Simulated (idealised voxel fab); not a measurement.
The name of this process module is voxel wiring stack.
cross-section cut | 200 nm wide | cells 5 nm
Heads up, the way a cross-section reads in here is a grid of square cells, handed over as bands from the top down, with every band being one or more rows of cells. Look at the band entry: it leads with the top's height and the bottom's height in nm. Then it lists the materials left to right, with a width in nm for each. The word "full width" on a single material says that material fills the band edge to edge. The word "empty" is empty space. Heights from 0 (as-received wafer is one material below). Bottom band endless downward, as "from 0 down". The notation "30->40" denotes a width that varies across the rows of cells in the band, beginning at the first number in the top row, finishing at the second number in the bottom row, and changing by an identical amount from each row to the next. When a step is marked "no modification", none of the cells in the cross-section changed during that step. Look at "Completely sealed voids" for the closed voids: empty spaces with no open path to the top, sized 8 cells or up. Each is width x height at distance, distance from the left edge, all nm. What comes after the settings on a step's line is commentary from the simulator itself on that step. overlay nm: where the mask lay relative to plan, measured to the right, on steps with a mask; negatives go left.

Here's what the planned process steps look like:
1 RECEIVE,material Si
2 CONFORMAL_DEP,material SiO2,thk nm 10
3 DIRECTIONAL_DEP,material TiN,thk nm 5
4 DIRECTIONAL_DEP,material Ru,thk nm 25
5 PATTERN,tone cover,mask id METAL_1,material resist,width nm 30,pitch nm 45,thk nm 20,overlay nm 0
6 DIRECTIONAL_ETCH,etch materials Ru,depth nm 25
7 DIRECTIONAL_ETCH,etch materials TiN,depth nm 5
8 STRIP,etch materials resist
9 FILL_DEP,material SiO2,thk nm 10
10 CMP,height nm 40
11 CONFORMAL_DEP,material SiCN,thk nm 5
12 DIRECTIONAL_DEP,material lowk,thk nm 10
13 PATTERN,tone open,mask id PLUG_1,material resist,width nm 15,pitch nm 45,thk nm 15,overlay nm 0
14 DIRECTIONAL_ETCH,etch materials lowk,depth nm 10
15 DIRECTIONAL_ETCH,etch materials SiCN,depth nm 5
16 STRIP,etch materials resist
17 CONFORMAL_DEP,material TiN,thk nm 5
18 FILL_DEP,material Cu,thk nm 5
19 CMP,height nm 55
20 CONFORMAL_DEP,material SiCN,thk nm 5
21 DIRECTIONAL_DEP,material lowk,thk nm 25
22 PATTERN,tone open,mask id METAL_2,material resist,width nm 30,pitch nm 45,thk nm 15,overlay nm 0
23 DIRECTIONAL_ETCH,etch materials lowk,depth nm 25
24 DIRECTIONAL_ETCH,etch materials SiCN,depth nm 5
25 STRIP,etch materials resist
26 CONFORMAL_DEP,material TiN,thk nm 5
27 FILL_DEP,material Ru,thk nm 10
28 CMP,height nm 85
29 EPI,material Ru,thk nm 5
30 FILL_DEP,material SiCN,thk nm 5

First of the two wafers, run per plan:

Step 1 complete: cross-section of the wafer as received:
    from 0 down  Si full width
    Completely sealed voids: none

After step 2: wafer cross-section:
    from 10 to 0  SiO2 full width
    Note: structure below 0 unchanged.

After step 3: wafer cross-section:
    from 15 to 10  TiN full width
    Note: structure below 10 unchanged.

After step 4: wafer cross-section:
    from 40 to 15  Ru full width
    Note: structure below 15 unchanged.

After step 5: wafer cross-section:
    from 60 to 40  empty 40, resist 30, empty 15, resist 30, empty 15, resist 30, empty 40
    Note: structure below 40 unchanged.

After step 6: wafer cross-section:
    from 60 to 40  empty 40, resist 30, empty 15, resist 30, empty 15, resist 30, empty 40
    from 40 to 15  empty 40, Ru 30, empty 15, Ru 30, empty 15, Ru 30, empty 40
    Note: structure below 15 unchanged.

After step 7: wafer cross-section:
    from 60 to 40  empty 40, resist 30, empty 15, resist 30, empty 15, resist 30, empty 40
    from 40 to 15  empty 40, Ru 30, empty 15, Ru 30, empty 15, Ru 30, empty 40
    from 15 to 10  empty 40, TiN 30, empty 15, TiN 30, empty 15, TiN 30, empty 40
    Note: structure below 10 unchanged.

After step 8: wafer cross-section:
    from 40 to 15  empty 40, Ru 30, empty 15, Ru 30, empty 15, Ru 30, empty 40
    Note: structure below 15 unchanged.

After step 9: wafer cross-section:
    from 50 to 40  SiO2 full width
    from 40 to 15  SiO2 40, Ru 30, SiO2 15, Ru 30, SiO2 15, Ru 30, SiO2 40
    from 15 to 10  SiO2 40, TiN 30, SiO2 15, TiN 30, SiO2 15, TiN 30, SiO2 40
    Note: structure below 10 unchanged.

After step 10: wafer cross-section:
    from 40 to 15  SiO2 40, Ru 30, SiO2 15, Ru 30, SiO2 15, Ru 30, SiO2 40
    Note: structure below 15 unchanged.

After step 11: wafer cross-section:
    from 45 to 40  SiCN full width
    Note: structure below 40 unchanged.

After step 12: wafer cross-section:
    from 55 to 45  lowk full width
    Note: structure below 45 unchanged.

After step 13: wafer cross-section:
    from 70 to 55  resist 40, empty 15, resist 30, empty 15, resist 30, empty 15, resist 55
    Note: structure below 55 unchanged.

After step 14: wafer cross-section:
    from 70 to 55  resist 40, empty 15, resist 30, empty 15, resist 30, empty 15, resist 55
    from 55 to 45  lowk 40, empty 15, lowk 30, empty 15, lowk 30, empty 15, lowk 55
    Note: structure below 45 unchanged.

After step 15: wafer cross-section:
    from 70 to 55  resist 40, empty 15, resist 30, empty 15, resist 30, empty 15, resist 55
    from 55 to 45  lowk 40, empty 15, lowk 30, empty 15, lowk 30, empty 15, lowk 55
    from 45 to 40  SiCN 40, empty 15, SiCN 30, empty 15, SiCN 30, empty 15, SiCN 55
    Note: structure below 40 unchanged.

After step 16: wafer cross-section:
    from 55 to 45  lowk 40, empty 15, lowk 30, empty 15, lowk 30, empty 15, lowk 55
    Note: structure below 45 unchanged.

After step 17: wafer cross-section:
    from 60 to 55  TiN 45, empty 5, TiN 40, empty 5, TiN 40, empty 5, TiN 60
    from 55 to 45  lowk 40, TiN 5, empty 5, TiN 5, lowk 30, TiN 5, empty 5, TiN 5, lowk 30, TiN 5, empty 5, TiN 5, lowk 55
    from 45 to 40  SiCN 40, TiN 15, SiCN 30, TiN 15, SiCN 30, TiN 15, SiCN 55
    Note: structure below 40 unchanged.

After step 18: wafer cross-section:
    from 65 to 60  Cu full width
    from 60 to 55  TiN 45, Cu 5, TiN 40, Cu 5, TiN 40, Cu 5, TiN 60
    from 55 to 45  lowk 40, TiN 5, Cu 5, TiN 5, lowk 30, TiN 5, Cu 5, TiN 5, lowk 30, TiN 5, Cu 5, TiN 5, lowk 55
    Note: structure below 45 unchanged.

After step 19: wafer cross-section:
    from 55 to 45  lowk 40, TiN 5, Cu 5, TiN 5, lowk 30, TiN 5, Cu 5, TiN 5, lowk 30, TiN 5, Cu 5, TiN 5, lowk 55
    Note: structure below 45 unchanged.

After step 20: wafer cross-section:
    from 60 to 55  SiCN full width
    Note: structure below 55 unchanged.

After step 21: wafer cross-section:
    from 85 to 60  lowk full width
    Note: structure below 60 unchanged.

After step 22: wafer cross-section:
    from 100 to 85  resist 40, empty 30, resist 15, empty 30, resist 15, empty 30, resist 40
    Note: structure below 85 unchanged.

After step 23: wafer cross-section:
    from 100 to 85  resist 40, empty 30, resist 15, empty 30, resist 15, empty 30, resist 40
    from 85 to 60  lowk 40, empty 30, lowk 15, empty 30, lowk 15, empty 30, lowk 40
    Note: structure below 60 unchanged.

After step 24: wafer cross-section:
    from 100 to 85  resist 40, empty 30, resist 15, empty 30, resist 15, empty 30, resist 40
    from 85 to 60  lowk 40, empty 30, lowk 15, empty 30, lowk 15, empty 30, lowk 40
    from 60 to 55  SiCN 40, empty 30, SiCN 15, empty 30, SiCN 15, empty 30, SiCN 40
    Note: structure below 55 unchanged.

After step 25: wafer cross-section:
    from 85 to 60  lowk 40, empty 30, lowk 15, empty 30, lowk 15, empty 30, lowk 40
    Note: structure below 60 unchanged.

After step 26: wafer cross-section:
    from 90 to 85  TiN 45, empty 20, TiN 25, empty 20, TiN 25, empty 20, TiN 45
    from 85 to 60  lowk 40, TiN 5, empty 20, TiN 5, lowk 15, TiN 5, empty 20, TiN 5, lowk 15, TiN 5, empty 20, TiN 5, lowk 40
    from 60 to 55  SiCN 40, TiN 30, SiCN 15, TiN 30, SiCN 15, TiN 30, SiCN 40
    Note: structure below 55 unchanged.

After step 27: wafer cross-section:
    from 100 to 90  Ru full width
    from 90 to 85  TiN 45, Ru 20, TiN 25, Ru 20, TiN 25, Ru 20, TiN 45
    from 85 to 60  lowk 40, TiN 5, Ru 20, TiN 5, lowk 15, TiN 5, Ru 20, TiN 5, lowk 15, TiN 5, Ru 20, TiN 5, lowk 40
    Note: structure below 60 unchanged.

After step 28: wafer cross-section:
    from 85 to 60  lowk 40, TiN 5, Ru 20, TiN 5, lowk 15, TiN 5, Ru 20, TiN 5, lowk 15, TiN 5, Ru 20, TiN 5, lowk 40
    Note: structure below 60 unchanged.

After step 29: wafer cross-section:
    from 90 to 85  empty 35, Ru 40, empty 5, Ru 40, empty 5, Ru 40, empty 35
    Note: structure below 85 unchanged.

After step 30: wafer cross-section:
    from 95 to 90  SiCN full width
    from 90 to 85  SiCN 35, Ru 40, SiCN 5, Ru 40, SiCN 5, Ru 40, SiCN 35
    Note: structure below 85 unchanged.

The second wafer was prepared from the same starting point and under the same plan as the first; its processing contained one mistake, and it remains indistinguishable from the first wafer up to and including step 24:

Second wafer, cross-section, planned end of step 25:
    from 85 to 60  lowk 40, empty 30, lowk 15, empty 30, lowk 15, empty 30, lowk 40
    Note: structure below 60 unchanged.

Second wafer, cross-section, planned end of step 26:
    from 90 to 85  TiN 45, empty 20, TiN 25, empty 20, TiN 25, empty 20, TiN 45
    from 85 to 60  lowk 40, TiN 5, empty 20, TiN 5, lowk 15, TiN 5, empty 20, TiN 5, lowk 15, TiN 5, empty 20, TiN 5, lowk 40
    from 60 to 55  SiCN 40, TiN 30, SiCN 15, TiN 30, SiCN 15, TiN 30, SiCN 40
    Note: structure below 55 unchanged.

Second wafer, cross-section, planned end of step 27:
    from 100 to 90  Ru full width
    from 90 to 85  TiN 45, Ru 20, TiN 25, Ru 20, TiN 25, Ru 20, TiN 45
    from 85 to 60  lowk 40, TiN 5, Ru 20, TiN 5, lowk 15, TiN 5, Ru 20, TiN 5, lowk 15, TiN 5, Ru 20, TiN 5, lowk 40
    Note: structure below 60 unchanged.

Second wafer, cross-section, planned end of step 28:
    from 85 to 60  lowk 40, TiN 5, Ru 20, TiN 5, lowk 15, TiN 5, Ru 20, TiN 5, lowk 15, TiN 5, Ru 20, TiN 5, lowk 40
    Note: structure below 60 unchanged.

Second wafer, cross-section, planned end of step 29:
    from 90 to 85  empty 35, Ru 40, empty 5, Ru 40, empty 5, Ru 40, empty 35
    Note: structure below 85 unchanged.

Second wafer, cross-section, planned end of step 30:
    from 95 to 90  SiCN full width
    from 90 to 85  SiCN 35, Ru 40, SiCN 5, Ru 40, SiCN 5, Ru 40, SiCN 35
    Note: structure below 85 unchanged.
Misprocessing identified: the plan's step 25 ran twice
Outcome: the two wafer cross-sections end up identical, and the model's computation is unaffected by the mistake.
